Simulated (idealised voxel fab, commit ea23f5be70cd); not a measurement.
A process module follows: voxel trench capacitor.
Shown is cross-section cut, with a width of 295 nm and square cells of size 5 nm.
Cross-section layout: square cells on a grid; listed as bands, top to bottom; a band spans one or more cell rows.
Look at the band entry: it leads with the top's height and the bottom's height in nm. Then it lists the materials left to right, with a width in nm for each. The word "edge to edge" on a single material says that material fills the band edge to edge. The word "blank" is empty space.
The level at which height equals 0 is the one under which the wafer, as it arrives, is entirely one material. No lower edge exists for the bottom band, which continues downward and is notated as in "from 0 down".
The notation "30->40" denotes a width that varies across the rows of cells in the band, beginning at the first number in the top row, finishing at the second number in the bottom row, and changing by an identical amount from each row to the next.
Take "no change" at face value: in the step it is given for, the cross-section changed in none of its cells.
The list in "Unvented voids" covers empty spaces of 8 cells or more that cannot reach the top through any open way, and it gives each as width x height at distance; the distance is from the left edge, and width, height and distance are in nm.
after a step's settings: what the simulator itself notes on the step
On any step carrying a mask, the "overlay nm" setting, if present on the step's line, tells how far right of its planned place the mask lay; negative values point to the left.

**Process steps foreseen in the plan**
1: RECEIVE: material Si
2: CONFORMAL_DEP: material SiN, thk nm 10
3: DIRECTIONAL_DEP: material aC, thk nm 10
4: PATTERN: tone open, mask id TRENCH, material resist, width nm 20, pitch nm 50, thk nm 30, overlay nm 0
5: DIRECTIONAL_ETCH: etch materials aC, depth nm 10
6: STRIP: etch materials resist
7: DIRECTIONAL_ETCH: etch materials SiN, depth nm 10
8: DIRECTIONAL_ETCH: etch materials Si, depth nm 35
9: STRIP: etch materials aC
10: CONFORMAL_DEP: material Al2O3, thk nm 5
11: FILL_DEP: material polySi, thk nm 5
12: CMP: height nm 10

**Of two wafers, the first: run according to plan**

**As-received wafer cross-section (after step 1)**
    from 0 down: Si edge to edge
    Unvented voids: none

**Cross-section through the wafer, step 2 finished**
    from 10 to 0: SiN edge to edge
    Below 0, no change.

**Cross-section through the wafer, step 3 finished**
    from 20 to 10: aC edge to edge
    Below 10, no change.

**Cross-section through the wafer, step 4 finished**
    from 50 to 20: 60 resist  20 blank  30 resist  20 blank  30 resist  20 blank  30 resist  20 blank  65 resist
    Below 20, no change.

**Cross-section through the wafer, step 5 finished**
    from 40 to 20: 60 resist  20 blank  30 resist  20 blank  30 resist  20 blank  30 resist  20 blank  65 resist
    from 20 to 10: 60 aC  20 blank  30 aC  20 blank  30 aC  20 blank  30 aC  20 blank  65 aC
    Below 10, no change.

**Cross-section through the wafer, step 6 finished**
    from 20 to 10: 60 aC  20 blank  30 aC  20 blank  30 aC  20 blank  30 aC  20 blank  65 aC
    Below 10, no change.

**Cross-section through the wafer, step 7 finished**
    from 20 to 10: 60 aC  20 blank  30 aC  20 blank  30 aC  20 blank  30 aC  20 blank  65 aC
    from 10 to 0: 60 SiN  20 blank  30 SiN  20 blank  30 SiN  20 blank  30 SiN  20 blank  65 SiN
    Below 0, no change.

**Cross-section through the wafer, step 8 finished**
    from 20 to 10: 60 aC  20 blank  30 aC  20 blank  30 aC  20 blank  30 aC  20 blank  65 aC
    from 10 to 0: 60 SiN  20 blank  30 SiN  20 blank  30 SiN  20 blank  30 SiN  20 blank  65 SiN
    from 0 to -35: 60 Si  20 blank  30 Si  20 blank  30 Si  20 blank  30 Si  20 blank  65 Si
    Below -35, no change.

**Cross-section through the wafer, step 9 finished**
    from 10 to 0: 60 SiN  20 blank  30 SiN  20 blank  30 SiN  20 blank  30 SiN  20 blank  65 SiN
    Below 0, no change.

**Cross-section through the wafer, step 10 finished**
    from 15 to 10: 65 Al2O3  10 blank  40 Al2O3  10 blank  40 Al2O3  10 blank  40 Al2O3  10 blank  70 Al2O3
    from 10 to 0: 60 SiN  5 Al2O3  10 blank  5 Al2O3  30 SiN  5 Al2O3  10 blank  5 Al2O3  30 SiN  5 Al2O3  10 blank  5 Al2O3  30 SiN  5 Al2O3  10 blank  5 Al2O3  65 SiN
    from 0 to -30: 60 Si  5 Al2O3  10 blank  5 Al2O3  30 Si  5 Al2O3  10 blank  5 Al2O3  30 Si  5 Al2O3  10 blank  5 Al2O3  30 Si  5 Al2O3  10 blank  5 Al2O3  65 Si
    from -30 to -35: 60 Si  20 Al2O3  30 Si  20 Al2O3  30 Si  20 Al2O3  30 Si  20 Al2O3  65 Si
    Below -35, no change.

**Cross-section through the wafer, step 11 finished**
    from 20 to 15: polySi edge to edge
    from 15 to 10: 65 Al2O3  10 polySi  40 Al2O3  10 polySi  40 Al2O3  10 polySi  40 Al2O3  10 polySi  70 Al2O3
    from 10 to 0: 60 SiN  5 Al2O3  10 polySi  5 Al2O3  30 SiN  5 Al2O3  10 polySi  5 Al2O3  30 SiN  5 Al2O3  10 polySi  5 Al2O3  30 SiN  5 Al2O3  10 polySi  5 Al2O3  65 SiN
    from 0 to -30: 60 Si  5 Al2O3  10 polySi  5 Al2O3  30 Si  5 Al2O3  10 polySi  5 Al2O3  30 Si  5 Al2O3  10 polySi  5 Al2O3  30 Si  5 Al2O3  10 polySi  5 Al2O3  65 Si
    Below -30, no change.

**Cross-section through the wafer, step 12 finished**
    from 10 to 0: 60 SiN  5 Al2O3  10 polySi  5 Al2O3  30 SiN  5 Al2O3  10 polySi  5 Al2O3  30 SiN  5 Al2O3  10 polySi  5 Al2O3  30 SiN  5 Al2O3  10 polySi  5 Al2O3  65 SiN
    Below 0, no change.

**What follows concerns the second wafer, which started out like the first and was meant to follow the very same plan; one mistake crept in when it was run, but everything up to and including step 8 is the same as for the first wafer**

**Second wafer cross-section, taken as of the time the plan sets for step 9 to be done**
    from 25 to 20: 65 Al2O3  10 blank  40 Al2O3  10 blank  40 Al2O3  10 blank  40 Al2O3  10 blank  70 Al2O3
    from 20 to 10: 60 aC  5 Al2O3  10 blank  5 Al2O3  30 aC  5 Al2O3  10 blank  5 Al2O3  30 aC  5 Al2O3  10 blank  5 Al2O3  30 aC  5 Al2O3  10 blank  5 Al2O3  65 aC
    from 10 to 0: 60 SiN  5 Al2O3  10 blank  5 Al2O3  30 SiN  5 Al2O3  10 blank  5 Al2O3  30 SiN  5 Al2O3  10 blank  5 Al2O3  30 SiN  5 Al2O3  10 blank  5 Al2O3  65 SiN
    from 0 to -30: 60 Si  5 Al2O3  10 blank  5 Al2O3  30 Si  5 Al2O3  10 blank  5 Al2O3  30 Si  5 Al2O3  10 blank  5 Al2O3  30 Si  5 Al2O3  10 blank  5 Al2O3  65 Si
    from -30 to -35: 60 Si  20 Al2O3  30 Si  20 Al2O3  30 Si  20 Al2O3  30 Si  20 Al2O3  65 Si
    Below -35, no change.

Second wafer cross-section, taken as of the time the plan sets for step 10 to be done: no change

**Second wafer cross-section, taken as of the time the plan sets for step 11 to be done**
    from 30 to 25: polySi edge to edge
    from 25 to 20: 65 Al2O3  10 polySi  40 Al2O3  10 polySi  40 Al2O3  10 polySi  40 Al2O3  10 polySi  70 Al2O3
    from 20 to 10: 60 aC  5 Al2O3  10 polySi  5 Al2O3  30 aC  5 Al2O3  10 polySi  5 Al2O3  30 aC  5 Al2O3  10 polySi  5 Al2O3  30 aC  5 Al2O3  10 polySi  5 Al2O3  65 aC
    from 10 to 0: 60 SiN  5 Al2O3  10 polySi  5 Al2O3  30 SiN  5 Al2O3  10 polySi  5 Al2O3  30 SiN  5 Al2O3  10 polySi  5 Al2O3  30 SiN  5 Al2O3  10 polySi  5 Al2O3  65 SiN
    from 0 to -30: 60 Si  5 Al2O3  10 polySi  5 Al2O3  30 Si  5 Al2O3  10 polySi  5 Al2O3  30 Si  5 Al2O3  10 polySi  5 Al2O3  30 Si  5 Al2O3  10 polySi  5 Al2O3  65 Si
    Below -30, no change.

**Second wafer cross-section, taken as of the time the plan sets for step 12 to be done**
    from 10 to 0: 60 SiN  5 Al2O3  10 polySi  5 Al2O3  30 SiN  5 Al2O3  10 polySi  5 Al2O3  30 SiN  5 Al2O3  10 polySi  5 Al2O3  30 SiN  5 Al2O3  10 polySi  5 Al2O3  65 SiN
    Below 0, no change.
What was done differently from what was planned? the processing plan was not followed for steps 9 and 10, which were run with their positions exchanged
If you compare the two wafers at the end, their cross-sections are the same, so as far as this model is concerned the mistake changes nothing.
